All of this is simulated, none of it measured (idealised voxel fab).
process module | voxel tone inversion
Pictured: cross-section cut, 250 nm wide, on a grid of 5 nm square cells.
When this document writes out a cross-section, it uses a grid of square cells and lists it as bands, beginning at the top and moving down, with a band standing for one or more rows of cells.
Band entry format. Leading values: height of top, height of bottom, nm. Remainder: materials in left-to-right order, each with its width in nm. Special words: "everywhere" on a single material, which then fills the band edge to edge; "empty", empty space.
Ref level 0: as-received wafer is one material below here. Bottom band extends down with no lower bound ("0..down").
Width spec "30->40" -> top row of cells at first value, bottom row at second value, equal per-row change in between.
When a step is marked "everything unchanged", none of the cells in the cross-section changed during that step.
In the "Closed void table" entry, you get each enclosed empty space of 8 cells or more, one with no open way to the top, written width x height at distance, distance from the left edge, in nm.
The remark found on a step's line after its settings is issued by the simulator itself and pertains to that step.
overlay nm: for a step with a mask, the amount by which the mask lay right of where it was planned; a negative amount means left of it.
## The planned process steps are enumerated hereunder
1,RECEIVE (material Si)
2,CONFORMAL_DEP (material SiN; thk nm 5)
3,DIRECTIONAL_DEP (material aC; thk nm 20)
4,PATTERN (tone cover; mask id POSTS; material resist; width nm 20; pitch nm 45; thk nm 30; overlay nm 0)
5,DIRECTIONAL_ETCH (etch materials aC; depth nm 20)
6,STRIP (etch materials resist)
7,FILL_DEP (material SiO2; thk nm 5)
8,CMP (height nm 25)
9,STRIP (etch materials aC)
10,CONFORMAL_DEP (material TiN; thk nm 5)
11,FILL_DEP (material W; thk nm 5)
12,CMP (height nm 25)
13,CONFORMAL_DEP (material SiCN; thk nm 5)
## As received (post step 1): cross-section
    0..down  Si everywhere
    Closed void table: none
## Starting structure and process plan are as shown above, but one mistake was made in running the module; the wafer cross-section at the end of the module follows
    30..25  SiCN everywhere
    25..20  SiN everywhere
    20..0  aC everywhere
    0..down  Si everywhere
    Closed void table: none
What broke from the plan during processing? steps 2 and 3 of the plan were run in the wrong order, each in the other's place
